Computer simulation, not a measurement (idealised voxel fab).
This section sets out a process module, namely voxel wiring stack.
The figure presents cross-section cut, which has a width of 200 nm and is divided into square cells with an edge length of 5 nm.
A cross-section is written here as square cells arranged in a grid, and it is given in bands from the top down, each band taking up one or more rows of cells. Band: top height; bottom height; in nm. Then, left to right: material with width in nm, for each material. "edge to edge": a single material spanning edge to edge. "air": empty space. The level at which height equals 0 is the one under which the wafer, as it arrives, is entirely one material. No lower edge exists for the bottom band, which continues downward and is notated as in "from 0 down". You'd read "30..40" like this: the band's top row of cells is as wide as the first number, its bottom row is as wide as the second, and going down, every row changes width by the same amount as the row before did. "remains unaltered" -> step changed no cross-section cell. Voids not open to the top, 8 cells minimum: see "Closed void roster". Written width x height at distance; distance is from the left edge; nm. What comes after the settings on a step's line is commentary from the simulator itself on that step. Regarding "overlay nm": on a step with a mask, it is the distance the mask lay to the right of its planned place; a negative value places it to the left.

THE PROCESS STEPS THAT WERE PLANNED ARE LISTED BELOW
1 RECEIVE,material Si
2 CONFORMAL_DEP,material SiO2,thk nm 10
3 DIRECTIONAL_DEP,material TiN,thk nm 5
4 DIRECTIONAL_DEP,material W,thk nm 15
5 DIRECTIONAL_DEP,material aC,thk nm 10
6 PATTERN,tone cover,mask id METAL_1,material resist,width nm 30,pitch nm 60,thk nm 25,overlay nm 0
7 DIRECTIONAL_ETCH,etch materials aC,depth nm 10
8 STRIP,etch materials resist
9 DIRECTIONAL_ETCH,etch materials W,depth nm 15
10 DIRECTIONAL_ETCH,etch materials TiN,depth nm 5
11 STRIP,etch materials aC
12 FILL_DEP,material lowk,thk nm 10
13 CMP,height nm 30
14 CONFORMAL_DEP,material SiCN,thk nm 5
15 DIRECTIONAL_DEP,material SiO2,thk nm 30
16 MASKED_ETCH,tone open,mask id METAL_2_HOLES,width nm 15,pitch nm 120,etch materials SiO2,depth nm 30,overlay nm 0
17 MASKED_ETCH,tone open,mask id METAL_2,width nm 30,pitch nm 60,etch materials SiO2,depth nm 15,overlay nm 0
18 MASKED_ETCH,tone open,mask id METAL_2,width nm 30,pitch nm 60,etch materials SiCN,depth nm 5,overlay nm 0
19 CONFORMAL_DEP,material TiN,thk nm 5
20 FILL_DEP,material Ru,thk nm 5
21 CMP,height nm 65
22 CONFORMAL_DEP,material SiCN,thk nm 5
23 DIRECTIONAL_DEP,material SiO2,thk nm 15
24 MASKED_ETCH,tone open,mask id PLUG_2,width nm 15,pitch nm 60,etch materials SiO2,depth nm 15,overlay nm 0
25 MASKED_ETCH,tone open,mask id PLUG_2,width nm 15,pitch nm 60,etch materials SiCN,depth nm 5,overlay nm 0
26 EPI,material Ru,thk nm 10
27 EPI,material Ru,thk nm 10
28 CONFORMAL_DEP,material SiN,thk nm 5
29 DIRECTIONAL_DEP,material SiO2,thk nm 25
30 PATTERN,tone open,mask id METAL_3,material resist,width nm 30,pitch nm 60,thk nm 20,overlay nm 0
31 DIRECTIONAL_ETCH,etch materials SiO2,depth nm 25
32 DIRECTIONAL_ETCH,etch materials SiN,depth nm 5
33 STRIP,etch materials resist
34 CONFORMAL_DEP,material TiN,thk nm 5
35 FILL_DEP,material Ru,thk nm 5
36 CMP,height nm 115
37 CONFORMAL_DEP,material SiN,thk nm 5

CROSS-SECTION: WAFER ON ARRIVAL = AFTER STEP 1
	from 0 down  Si edge to edge
	Closed void roster: none

FIGURE: CROSS-SECTIONAL VIEW OF THE WAFER UPON COMPLETION OF THE MODULE, PROCESSED FROM THE INITIAL STATE AND ACCORDING TO THE PLAN DEPICTED ABOVE, WITH ONE ERROR INTRODUCED DURING EXECUTION
	from 120 to 115  SiN edge to edge
	from 115 to 90  SiO2 (25) | TiN (5) | Ru (20) | TiN (5) | SiO2 (30) | TiN (5) | Ru (20) | TiN (5) | SiO2 (30) | TiN (5) | Ru (20) | TiN (5) | SiO2 (25)
	from 90 to 85  SiN (25) | TiN (30) | SiN (30) | TiN (30) | SiN (30) | TiN (30) | SiN (25)
	from 85 to 70  SiO2 (25) | Ru (15) | SiO2 (45) | Ru (15) | SiO2 (45) | Ru (15) | SiO2 (40)
	from 70 to 65  SiCN (25) | Ru (15) | SiCN (45) | Ru (15) | SiCN (45) | Ru (15) | SiCN (40)
	from 65 to 60  SiCN (25) | TiN (30) | SiCN (30) | TiN (30) | SiCN (30) | TiN (30) | SiCN (25)
	from 60 to 30  SiO2 edge to edge
	from 30 to 15  lowk (25) | W (30) | lowk (30) | W (30) | lowk (30) | W (30) | lowk (25)
	from 15 to 10  lowk (25) | TiN (30) | lowk (30) | TiN (30) | lowk (30) | TiN (30) | lowk (25)
	from 10 to 0  SiO2 edge to edge
	from 0 down  Si edge to edge
	Closed void roster: none
So what did we get wrong on this run? steps 14 and 15 were swapped
